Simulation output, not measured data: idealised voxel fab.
Name of the process module below: voxel self aligned contacts
Square cell edge 5 nm, section width 270 nm, ID cut.
Cross-section spec: square-cell grid; bands listed top down; each band is one or more rows.
Band: top height; bottom height; in nm. Then, left to right: material with width in nm, for each material. "all across": a single material spanning edge to edge. "empty": empty space.
Heights are expressed relative to 0, this being the level below which the as-received wafer comprises one material exclusively. The lowest band is unbounded in the downward direction and is denoted as in "0..down".
A two-number width, for instance "30..40", indicates that the width is equal to the first number in the top row of the band and to the second number in the bottom row, and that it changes by a constant amount per row of cells.
"no modifications" after a step means that no cell of the cross-section changed.
The label "Enclosed internal voids" introduces a list of the empty spaces, 8 cells or larger, that have no open way up to the top; each entry in it reads width x height at distance, where the distance is taken from the left edge and all three are stated in nm.
Text after the settings on a step's line: the simulator's own remark on that step.
You can add "overlay nm" to a step's line. For a step with a mask, it describes how far the mask lay to the right of its planned position, and a negative number describes a lay to the left.
Planned process steps:
| 1 | RECEIVE, material Si |
| 2 | OXIDIZE, depth nm 5 |
| 3 | DIRECTIONAL_DEP, material polySi, thk nm 25 |
| 4 | DIRECTIONAL_DEP, material SiN, thk nm 25 |
| 5 | DIRECTIONAL_DEP, material aC, thk nm 15 |
| 6 | PATTERN, tone cover, mask id GATE, material resist, width nm 35, pitch nm 80, thk nm 30, overlay nm 0 |
| 7 | DIRECTIONAL_ETCH, etch materials aC, depth nm 15 |
| 8 | STRIP, etch materials resist |
| 9 | DIRECTIONAL_ETCH, etch materials SiN, depth nm 25 |
| 10 | DIRECTIONAL_ETCH, etch materials polySi, depth nm 25 |
| 11 | STRIP, etch materials aC |
| 12 | CONFORMAL_DEP, material SiN, thk nm 10 |
| 13 | DIRECTIONAL_ETCH, etch materials SiN, depth nm 10 |
| 14 | FILL_DEP, material SiO2, thk nm 15 |
| 15 | CMP, height nm 60 |
| 16 | DIRECTIONAL_DEP, material aC, thk nm 10 |
| 17 | PATTERN, tone open, mask id CONTACT, material resist, width nm 65, thk nm 25, overlay nm 0 |
| 18 | DIRECTIONAL_ETCH, etch materials aC, depth nm 10 |
| 19 | STRIP, etch materials resist |
| 20 | DIRECTIONAL_ETCH, etch materials SiO2, depth nm 65 |
| 21 | STRIP, etch materials aC |
| 22 | CONFORMAL_DEP, material TiN, thk nm 5 |
| 23 | FILL_DEP, material Ru, thk nm 10 |
| 24 | CMP, height nm 60 |
| 25 | CONFORMAL_DEP, material SiN, thk nm 5 |
Wafer at receipt (post step 1), cross-section:
* 0..down  Si all across
* Enclosed internal voids: none
Sectioned view, first of two wafers, at the close of the module, processed as intended in the plan:
* 65..60  SiN all across
* 60..50  100 SiO2  5..25 TiN  55..15 Ru  5..25 TiN  105 SiO2
* 50..25  65 SiO2  55 SiN  5 TiN  15 Ru  5 TiN  55 SiN  70 SiO2
* 25..0  65 SiO2  10 SiN  35 polySi  10 SiN  5 TiN  15 Ru  5 TiN  10 SiN  35 polySi  10 SiN  70 SiO2
* 0..-5  120 SiO2  25 TiN  125 SiO2
* -5..down  Si all across
* Enclosed internal voids: none
Second wafer at the end: like start, like plan, one mistake:
* 65..60  SiN all across
* 60..50  100 SiO2  5..25 TiN  55..15 Ru  5..25 TiN  105 SiO2
* 50..25  65 SiO2  55 SiN  5 TiN  15 Ru  5 TiN  55 SiN  70 SiO2
* 25..10  65 SiO2  10 SiN  35 polySi  10 SiN  5 TiN  15 Ru  5 TiN  10 SiN  35 polySi  10 SiN  70 SiO2
* 10..5  65 SiO2  10 SiN  35 polySi  10 SiN  25 TiN  10 SiN  35 polySi  10 SiN  70 SiO2
* 5..0  65 SiO2  10 SiN  35 polySi  10 SiN  25 SiO2  10 SiN  35 polySi  10 SiN  70 SiO2
* 0..-5  SiO2 all across
* -5..down  Si all across
* Enclosed internal voids: none
Which mistake was made when the wafer was run? step 20 off recipe, ran as DIRECTIONAL_ETCH, etch materials SiO2, depth nm 55
The second wafer ends with more or fewer cells of some materials than the first, per final count: -6 Ru | +10 SiO2 | -4 TiN
